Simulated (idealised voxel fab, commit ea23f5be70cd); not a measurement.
The name of this process module is voxel wiring stack.
Displayed cross-section: cut, width of 235 nm, square cells sized 5 nm.
This document writes a cross-section as a grid whose cells are square, and gives it as bands, listed from the top down; one or more rows of cells form a band.
Band: top height; bottom height; in nm. Then, left to right: material with width in nm, for each material. "throughout": a single material spanning edge to edge. "blank": empty space.
Height datum 0, below which the as-received substrate wafer is one material. Lowest band open at the bottom, running downward: "from 0 down".
The two numbers in a width such as "30->40" mark its ends across the band: the first belongs to the top row of cells, the second to the bottom row, and from each row to the next the width moves by the same amount.
Step note "nothing altered" = no cross-section cell changed.
Closed empty spaces (no open way to the top) of 8 cells or more are what "Fully closed voids" lists, each as width x height at distance from the left edge, nm for all three.
Anything after a step's settings on that line? It's the simulator's own note about the step.
"overlay nm" on a masked step: distance the mask lay right of its planned place, negative for left.
## Planned process steps
- 1: RECEIVE: material Si
- 2: CONFORMAL_DEP: material SiO2, thk nm 15
- 3: CONFORMAL_DEP: material SiCN, thk nm 5
- 4: DIRECTIONAL_DEP: material SiO2, thk nm 20
- 5: PATTERN: tone open, mask id METAL_1, material resist, width nm 20, pitch nm 40, thk nm 20, overlay nm 0
- 6: DIRECTIONAL_ETCH: etch materials SiO2, depth nm 20
- 7: DIRECTIONAL_ETCH: etch materials SiCN, depth nm 5
- 8: STRIP: etch materials resist
- 9: CONFORMAL_DEP: material TiN, thk nm 5
- 10: FILL_DEP: material Ru, thk nm 10
- 11: CMP: height nm 40
- 12: EPI: material Ru, thk nm 5
- 13: FILL_DEP: material SiCN, thk nm 5
- 14: DIRECTIONAL_DEP: material lowk, thk nm 35
- 15: DIRECTIONAL_DEP: material aC, thk nm 10
- 16: PATTERN: tone open, mask id METAL_2, material resist, width nm 20, pitch nm 40, thk nm 25, overlay nm 0
- 17: DIRECTIONAL_ETCH: etch materials aC, depth nm 10
- 18: STRIP: etch materials resist
- 19: DIRECTIONAL_ETCH: etch materials lowk, depth nm 20
- 20: STRIP: etch materials aC
- 21: PATTERN: tone open, mask id METAL_2_HOLES, material resist, width nm 15, pitch nm 80, thk nm 20, overlay nm 0
- 22: DIRECTIONAL_ETCH: etch materials lowk, depth nm 15
- 23: DIRECTIONAL_ETCH: etch materials SiCN, depth nm 5
- 24: STRIP: etch materials resist
- 25: CONFORMAL_DEP: material TiN, thk nm 5
- 26: FILL_DEP: material Cu, thk nm 5
- 27: CMP: height nm 85
- 28: CONFORMAL_DEP: material SiCN, thk nm 5
- 29: DIRECTIONAL_DEP: material lowk, thk nm 10
- 30: MASKED_ETCH: tone open, mask id PLUG_2, width nm 15, pitch nm 40, etch materials lowk, depth nm 10, overlay nm 0
- 31: MASKED_ETCH: tone open, mask id PLUG_2, width nm 15, pitch nm 40, etch materials SiCN, depth nm 5, overlay nm 0
- 32: CONFORMAL_DEP: material TiN, thk nm 5
- 33: FILL_DEP: material Ru, thk nm 10
- 34: CMP: height nm 100
- 35: DIRECTIONAL_DEP: material TiN, thk nm 5
- 36: DIRECTIONAL_DEP: material Ru, thk nm 15
- 37: MASKED_ETCH: tone cover, mask id METAL_3, width nm 20, pitch nm 40, etch materials Ru, depth nm 15, overlay nm 0
- 38: MASKED_ETCH: tone cover, mask id METAL_3, width nm 20, pitch nm 40, etch materials TiN, depth nm 5, overlay nm 0
- 39: FILL_DEP: material SiO2, thk nm 10
- 40: CMP: height nm 120
- 41: CONFORMAL_DEP: material SiCN, thk nm 5
- 42: DIRECTIONAL_DEP: material lowk, thk nm 10
- 43: DIRECTIONAL_DEP: material aC, thk nm 15
- 44: PATTERN: tone open, mask id PLUG_3, material resist, width nm 15, pitch nm 80, thk nm 35, overlay nm 0
- 45: DIRECTIONAL_ETCH: etch materials aC, depth nm 15
- 46: STRIP: etch materials resist
- 47: DIRECTIONAL_ETCH: etch materials lowk, depth nm 10
- 48: DIRECTIONAL_ETCH: etch materials SiCN, depth nm 5
- 49: STRIP: etch materials aC
- 50: CONFORMAL_DEP: material TiN, thk nm 5
- 51: FILL_DEP: material Ru, thk nm 10
- 52: CMP: height nm 135
- 53: CONFORMAL_DEP: material SiCN, thk nm 5
- 54: DIRECTIONAL_DEP: material SiO2, thk nm 15
- 55: PATTERN: tone open, mask id METAL_4, material resist, width nm 20, pitch nm 40, thk nm 15, overlay nm 0
- 56: DIRECTIONAL_ETCH: etch materials SiO2, depth nm 15
- 57: DIRECTIONAL_ETCH: etch materials SiCN, depth nm 5
- 58: STRIP: etch materials resist
- 59: CONFORMAL_DEP: material TiN, thk nm 5
- 60: FILL_DEP: material Cu, thk nm 5
- 61: CMP: height nm 155
- 62: CONFORMAL_DEP: material SiN, thk nm 5
## This is the cross-section of the wafer as we received it, i.e. after step 1
- from 0 down: Si throughout
- Fully closed voids: none
## End state of the module in cross-section, given the above starting point and plan and one mistake in execution
- from 160 to 155: SiN throughout
- from 155 to 140: 45 nm SiO2; 5 nm TiN; 10 nm Cu; 5 nm TiN; 20 nm SiO2; 5 nm TiN; 10 nm Cu; 5 nm TiN; 20 nm SiO2; 5 nm TiN; 10 nm Cu; 5 nm TiN; 20 nm SiO2; 5 nm TiN; 10 nm Cu; 5 nm TiN; 50 nm SiO2
- from 140 to 135: 45 nm SiCN; 20 nm TiN; 20 nm SiCN; 20 nm TiN; 20 nm SiCN; 20 nm TiN; 20 nm SiCN; 20 nm TiN; 50 nm SiCN
- from 135 to 125: 45 nm lowk; 5 nm TiN; 5 nm Ru; 5 nm TiN; 65 nm lowk; 5 nm TiN; 5 nm Ru; 5 nm TiN; 95 nm lowk
- from 125 to 120: 45 nm SiCN; 15 nm TiN; 65 nm SiCN; 15 nm TiN; 95 nm SiCN
- from 120 to 105: 45 nm SiO2; 20 nm Ru; 20 nm SiO2; 20 nm Ru; 20 nm SiO2; 20 nm Ru; 20 nm SiO2; 20 nm Ru; 50 nm SiO2
- from 105 to 100: 45 nm SiO2; 20 nm TiN; 20 nm SiO2; 20 nm TiN; 20 nm SiO2; 20 nm TiN; 20 nm SiO2; 20 nm TiN; 50 nm SiO2
- from 100 to 95: 45 nm SiCN; 15 nm TiN; 25 nm SiCN; 15 nm TiN; 25 nm SiCN; 15 nm TiN; 25 nm SiCN; 15 nm TiN; 55 nm SiCN
- from 95 to 85: lowk throughout
- from 85 to 70: 45 nm lowk; 5 nm TiN; 10 nm Cu; 5 nm TiN; 20 nm lowk; 5 nm TiN; 10 nm Cu; 5 nm TiN; 20 nm lowk; 5 nm TiN; 10 nm Cu; 5 nm TiN; 20 nm lowk; 5 nm TiN; 10 nm Cu; 5 nm TiN; 50 nm lowk
- from 70 to 65: 45 nm lowk; 5 nm TiN; 5 nm Cu; 10 nm TiN; 20 nm lowk; 20 nm TiN; 20 nm lowk; 5 nm TiN; 5 nm Cu; 10 nm TiN; 20 nm lowk; 20 nm TiN; 50 nm lowk
- from 65 to 50: 45 nm lowk; 5 nm TiN; 5 nm Cu; 5 nm TiN; 65 nm lowk; 5 nm TiN; 5 nm Cu; 5 nm TiN; 95 nm lowk
- from 50 to 45: 45 nm SiCN; 15 nm TiN; 65 nm SiCN; 15 nm TiN; 95 nm SiCN
- from 45 to 40: 40 nm SiCN; 30 nm Ru; 10 nm SiCN; 30 nm Ru; 10 nm SiCN; 30 nm Ru; 10 nm SiCN; 30 nm Ru; 45 nm SiCN
- from 40 to 20: 45 nm SiO2; 5 nm TiN; 10 nm Ru; 5 nm TiN; 20 nm SiO2; 5 nm TiN; 10 nm Ru; 5 nm TiN; 20 nm SiO2; 5 nm TiN; 10 nm Ru; 5 nm TiN; 20 nm SiO2; 5 nm TiN; 10 nm Ru; 5 nm TiN; 50 nm SiO2
- from 20 to 15: 45 nm SiCN; 20 nm TiN; 20 nm SiCN; 20 nm TiN; 20 nm SiCN; 20 nm TiN; 20 nm SiCN; 20 nm TiN; 50 nm SiCN
- from 15 to 0: SiO2 throughout
- from 0 down: Si throughout
- Fully closed voids: none
So what did we get wrong on this run? contrary to the plan, steps 28 and 29 were processed in exchanged order
